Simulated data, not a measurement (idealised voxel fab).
Process module name: voxel self aligned contacts
Shown is cross-section cut, with a width of 145 nm and square cells of size 5 nm.
When this document writes out a cross-section, it uses a grid of square cells and lists it as bands, beginning at the top and moving down, with a band standing for one or more rows of cells. Read a band's entry like this: the first values are the height of its top and the height of its bottom in nm, and what follows is the sequence of materials from left to right, each with its width in nm. Note that "blank" is empty space, and that a single material marked "all across" reaches across the band from edge to edge. Height datum 0, below which the as-received substrate wafer is one material. Lowest band open at the bottom, running downward: "0 down". Per-row width for "30->40": begins at first number (top row of band), ends at second number (bottom row), increment between rows held constant. No cell of the cross-section changed in a step that is given as "nothing altered". This entry, "Sealed voids", enumerates those empty regions of no fewer than 8 cells that possess no open connection to the top. Each region is reported in the form width x height at distance, the distance being taken from the left edge, with all three quantities expressed in nm. Note: text after step settings on the step line = simulator remark on that step. "overlay nm" on a masked step: distance the mask lay right of its planned place, negative for left.

Process steps foreseen in the plan
- 1: RECEIVE,material Si
- 2: CONFORMAL_DEP,material SiO2,thk nm 5
- 3: DIRECTIONAL_DEP,material polySi,thk nm 20
- 4: DIRECTIONAL_DEP,material SiN,thk nm 20
- 5: PATTERN,tone cover,mask id GATE,material resist,width nm 35,pitch nm 70,thk nm 15,overlay nm 0
- 6: DIRECTIONAL_ETCH,etch materials SiN,depth nm 20
- 7: DIRECTIONAL_ETCH,etch materials polySi,depth nm 20
- 8: STRIP,etch materials resist
- 9: CONFORMAL_DEP,material SiN,thk nm 10
- 10: DIRECTIONAL_ETCH,etch materials SiN,depth nm 10
- 11: FILL_DEP,material SiO2,thk nm 15
- 12: CMP,height nm 55
- 13: DIRECTIONAL_DEP,material aC,thk nm 15
- 14: PATTERN,tone open,mask id CONTACT,material resist,width nm 55,thk nm 30,overlay nm 0
- 15: DIRECTIONAL_ETCH,etch materials aC,depth nm 15
- 16: STRIP,etch materials resist
- 17: DIRECTIONAL_ETCH,etch materials SiO2,depth nm 55
- 18: STRIP,etch materials aC
- 19: CONFORMAL_DEP,material TiN,thk nm 5
- 20: FILL_DEP,material W,thk nm 10
- 21: CMP,height nm 55
- 22: CONFORMAL_DEP,material SiN,thk nm 5

Received-state cross-section, reflecting completion of step 1
  0 down = Si all across
  Sealed voids: none

This is how the wafer looks in cross-section once the module is done, given the starting state and plan above and one mistake in carrying the plan out
  60 to 55 = SiN all across
  55 to 50 = 45 of SiO2, 5 of TiN, 45 of W, 5 of TiN, 45 of SiO2
  50 to 45 = 45 of SiO2, 55 of TiN, 45 of SiO2
  45 to 25 = W all across
  25 to 5 = polySi all across
  5 to 0 = SiO2 all across
  0 down = Si all across
  Sealed voids: none
What was the processing mistake? heads up, step 4 didn't go per plan, it actually ran as DIRECTIONAL_DEP,material W,thk nm 20
